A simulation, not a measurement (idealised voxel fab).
Module name: voxel gate over fins (process module)
We display cut, a cross-section 190 nm in width whose square cells are each 5 nm.
Cross-section, as written here: a square-cell grid given band by band from the top down, where a band holds one or more rows of cells.
Within each band entry, the heights of the top and of the bottom of the band appear first, in that order and in nm; the materials of the band then follow from left to right, each with its corresponding width in nm. The designation "throughout" on a single material indicates that it fills the band from edge to edge; the designation "air" indicates empty space.
Height is counted from the level 0, under which the received wafer is composed throughout of one material. The lowest of the bands is not closed at the bottom but continues downward, in the notation "0 down".
Per-row width for "30..40": begins at first number (top row of band), ends at second number (bottom row), increment between rows held constant.
Given "no modification" for a step, no cell of the cross-section differs between before and after that step.
Basically, "Closed void inventory" tells you about the enclosed voids: empty spaces with no open way to the top, 8 cells or bigger, each written width x height at distance, where distance is from the left edge, all in nm.
Note: text after step settings on the step line = simulator remark on that step.
overlay nm: right-of-plan distance of the mask on a masked step; negative values mean left-of-plan.

The steps planned for the process are as follows:
| 1 | RECEIVE [material Si] |
| 2 | CONFORMAL_DEP [material SiN] [thk nm 10] |
| 3 | PATTERN [tone cover] [mask id FINS] [material resist] [width nm 15] [pitch nm 50] [thk nm 20] [overlay nm 0] |
| 4 | DIRECTIONAL_ETCH [etch materials SiN] [depth nm 10] |
| 5 | DIRECTIONAL_ETCH [etch materials Si] [depth nm 30] |
| 6 | STRIP [etch materials resist] |
| 7 | FILL_DEP [material SiO2] [thk nm 5] |
| 8 | CMP [height nm 10] |
| 9 | PATTERN [tone open] [mask id RAIL] [material resist] [width nm 15] [thk nm 15] [overlay nm 0] |
| 10 | DIRECTIONAL_ETCH [etch materials SiO2] [depth nm 35] |
| 11 | STRIP [etch materials resist] |
| 12 | CONFORMAL_DEP [material TiN] [thk nm 5] |
| 13 | FILL_DEP [material Ru] [thk nm 5] |
| 14 | CMP [height nm 10] |
| 15 | SELECTIVE_ETCH [etch materials W Ru TiN] [depth nm 25] |
| 16 | FILL_DEP [material SiO2] [thk nm 5] |
| 17 | CMP [height nm 10] |
| 18 | SELECTIVE_ETCH [etch materials SiO2] [depth nm 20] |
| 19 | STRIP [etch materials SiN] |
| 20 | CONFORMAL_DEP [material HfO2] [thk nm 5] |
| 21 | CONFORMAL_DEP [material TiN] [thk nm 5] |
| 22 | FILL_DEP [material W] [thk nm 10] |
| 23 | CMP [height nm 15] |
| 24 | CONFORMAL_DEP [material SiCN] [thk nm 10] |

Concerning the first of two wafers, which was run in accordance with the plan:

Delivered wafer in cross-section: state after step 1:
    0 down: Si throughout
    Closed void inventory: none

The wafer, seen in cross-section, after step 2:
    10 to 0: SiN throughout
    Below 0, no change.

The wafer, seen in cross-section, after step 3:
    30 to 10: air (60); resist (15); air (35); resist (15); air (65)
    Below 10, no change.

The wafer, seen in cross-section, after step 4:
    30 to 10: air (60); resist (15); air (35); resist (15); air (65)
    10 to 0: air (60); SiN (15); air (35); SiN (15); air (65)
    Below 0, no change.

The wafer, seen in cross-section, after step 5:
    30 to 10: air (60); resist (15); air (35); resist (15); air (65)
    10 to 0: air (60); SiN (15); air (35); SiN (15); air (65)
    0 to -30: air (60); Si (15); air (35); Si (15); air (65)
    Below -30, no change.

The wafer, seen in cross-section, after step 6:
    10 to 0: air (60); SiN (15); air (35); SiN (15); air (65)
    Below 0, no change.

The wafer, seen in cross-section, after step 7:
    15 to 10: SiO2 throughout
    10 to 0: SiO2 (60); SiN (15); SiO2 (35); SiN (15); SiO2 (65)
    0 to -30: SiO2 (60); Si (15); SiO2 (35); Si (15); SiO2 (65)
    Below -30, no change.

The wafer, seen in cross-section, after step 8:
    10 to 0: SiO2 (60); SiN (15); SiO2 (35); SiN (15); SiO2 (65)
    Below 0, no change.

The wafer, seen in cross-section, after step 9:
    25 to 10: resist (85); air (15); resist (90)
    Below 10, no change.

The wafer, seen in cross-section, after step 10:
    25 to 10: resist (85); air (15); resist (90)
    10 to 0: SiO2 (60); SiN (15); SiO2 (10); air (15); SiO2 (10); SiN (15); SiO2 (65)
    0 to -25: SiO2 (60); Si (15); SiO2 (10); air (15); SiO2 (10); Si (15); SiO2 (65)
    Below -25, no change.

The wafer, seen in cross-section, after step 11:
    10 to 0: SiO2 (60); SiN (15); SiO2 (10); air (15); SiO2 (10); SiN (15); SiO2 (65)
    Below 0, no change.

The wafer, seen in cross-section, after step 12:
    15 to 10: TiN (90); air (5); TiN (95)
    10 to 0: SiO2 (60); SiN (15); SiO2 (10); TiN (5); air (5); TiN (5); SiO2 (10); SiN (15); SiO2 (65)
    0 to -20: SiO2 (60); Si (15); SiO2 (10); TiN (5); air (5); TiN (5); SiO2 (10); Si (15); SiO2 (65)
    -20 to -25: SiO2 (60); Si (15); SiO2 (10); TiN (15); SiO2 (10); Si (15); SiO2 (65)
    Below -25, no change.

The wafer, seen in cross-section, after step 13:
    20 to 15: Ru throughout
    15 to 10: TiN (90); Ru (5); TiN (95)
    10 to 0: SiO2 (60); SiN (15); SiO2 (10); TiN (5); Ru (5); TiN (5); SiO2 (10); SiN (15); SiO2 (65)
    0 to -20: SiO2 (60); Si (15); SiO2 (10); TiN (5); Ru (5); TiN (5); SiO2 (10); Si (15); SiO2 (65)
    Below -20, no change.

The wafer, seen in cross-section, after step 14:
    10 to 0: SiO2 (60); SiN (15); SiO2 (10); TiN (5); Ru (5); TiN (5); SiO2 (10); SiN (15); SiO2 (65)
    Below 0, no change.

The wafer, seen in cross-section, after step 15:
    10 to 0: SiO2 (60); SiN (15); SiO2 (10); air (15); SiO2 (10); SiN (15); SiO2 (65)
    0 to -15: SiO2 (60); Si (15); SiO2 (10); air (15); SiO2 (10); Si (15); SiO2 (65)
    Below -15, no change.

The wafer, seen in cross-section, after step 16:
    15 to 10: SiO2 throughout
    10 to 0: SiO2 (60); SiN (15); SiO2 (35); SiN (15); SiO2 (65)
    0 to -15: SiO2 (60); Si (15); SiO2 (35); Si (15); SiO2 (65)
    Below -15, no change.

The wafer, seen in cross-section, after step 17:
    10 to 0: SiO2 (60); SiN (15); SiO2 (35); SiN (15); SiO2 (65)
    Below 0, no change.

The wafer, seen in cross-section, after step 18:
    10 to 0: air (60); SiN (15); air (35); SiN (15); air (65)
    0 to -10: air (60); Si (15); air (35); Si (15); air (65)
    Below -10, no change.

The wafer, seen in cross-section, after step 19:
    0 to -10: air (60); Si (15); air (35); Si (15); air (65)
    Below -10, no change.

The wafer, seen in cross-section, after step 20:
    5 to 0: air (55); HfO2 (25); air (25); HfO2 (25); air (60)
    0 to -5: air (55); HfO2 (5); Si (15); HfO2 (5); air (25); HfO2 (5); Si (15); HfO2 (5); air (60)
    -5 to -10: HfO2 (60); Si (15); HfO2 (35); Si (15); HfO2 (65)
    Below -10, no change.

The wafer, seen in cross-section, after step 21:
    10 to 5: air (50); TiN (35); air (15); TiN (35); air (55)
    5 to 0: air (50); TiN (5); HfO2 (25); TiN (5); air (15); TiN (5); HfO2 (25); TiN (5); air (55)
    0 to -5: TiN (55); HfO2 (5); Si (15); HfO2 (5); TiN (25); HfO2 (5); Si (15); HfO2 (5); TiN (60)
    Below -5, no change.

The wafer, seen in cross-section, after step 22:
    20 to 10: W throughout
    10 to 5: W (50); TiN (35); W (15); TiN (35); W (55)
    5 to 0: W (50); TiN (5); HfO2 (25); TiN (5); W (15); TiN (5); HfO2 (25); TiN (5); W (55)
    Below 0, no change.

The wafer, seen in cross-section, after step 23:
    15 to 10: W throughout
    Below 10, no change.

The wafer, seen in cross-section, after step 24:
    25 to 15: SiCN throughout
    Below 15, no change.

Now the other wafer: same start, same recipe, but we messed up one thing when running it. Up to and including step 23 it's the same as the first one:

Planned end of step 24: second wafer, cross-section:
    25 to 15: TiN throughout
    Below 15, no change.
Short version of what went wrong: step 24 was processed under conditions differing from the plan, specifically as CONFORMAL_DEP [material TiN] [thk nm 10]
End check, counted in cells, second wafer has more or fewer of these materials than the first: SiCN -76; TiN +76
